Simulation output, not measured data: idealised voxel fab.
The following is a process module called voxel fin reveal.
The figure presents cross-section cut, which has a width of 200 nm and is divided into square cells with an edge length of 5 nm.
Square cells in a grid make up a cross-section in this document, and the grid is given as bands, listed from the top down, each one or more rows of cells. Each band's line starts with the height of the band's top and of its bottom, in nm. Then come its materials from left to right, each with its width in nm. One material with "throughout" fills the band from edge to edge. "air" is empty space. Height datum 0, below which the as-received substrate wafer is one material. Lowest band open at the bottom, running downward: "0..down". A width given as "30 to 40" starts at the first number in the band's top row and ends at the second number in its bottom row, shifting by an equal amount at every step from row to row. Step marked "remained the same"? Then no cell in the cross-section changed in it. Voids not open to the top, 8 cells minimum: see "Trapped voids". Written width x height at distance; distance is from the left edge; nm. Past the settings on a step's line: simulator remark, on that step. overlay nm: for a step with a mask, the amount by which the mask lay right of where it was planned; a negative amount means left of it.

This section lists the process steps that were planned:
- 1: RECEIVE, material Si
- 2: CONFORMAL_DEP, material SiN, thk nm 5
- 3: MASKED_ETCH, tone cover, mask id FINS, width nm 15, pitch nm 40, etch materials SiN, depth nm 5, overlay nm -15
- 4: MASKED_ETCH, tone cover, mask id FINS, width nm 15, pitch nm 40, etch materials Si, depth nm 40, overlay nm 0
- 5: OXIDIZE, depth nm 5
- 6: FILL_DEP, material SiO2, thk nm 5
- 7: CMP, height nm 5
- 8: SELECTIVE_ETCH, etch materials SiO2, depth nm 20
- 9: STRIP, etch materials SiN
It is noted that the wafers described herein are identical at the outset and are distinguished by the overlay nm of step 3; the value stated in the plan corresponds to the first wafer.

First of several wafers (as received, post step 1), cross-sectional view:
> 0..down | Si throughout
> Trapped voids: none

What follows is a table in which each wafer occupies a row; for the wafer as it stands at the close of the module, the row states, material by material, how many cells have been gained (+) or lost (-) since receipt, and then gives its closed voids:
overlay nm -15 | -261 Si | +168 SiO2 | Trapped voids: none
overlay nm -10 | -285 Si | +186 SiO2 | Trapped voids: none
overlay nm -5 | -309 Si | +204 SiO2 | Trapped voids: none
overlay nm 0 | -333 Si | +222 SiO2 | Trapped voids: none
overlay nm 5 | -309 Si | +204 SiO2 | Trapped voids: none
overlay nm 10 | -285 Si | +186 SiO2 | Trapped voids: none
overlay nm 15 | -261 Si | +168 SiO2 | Trapped voids: none
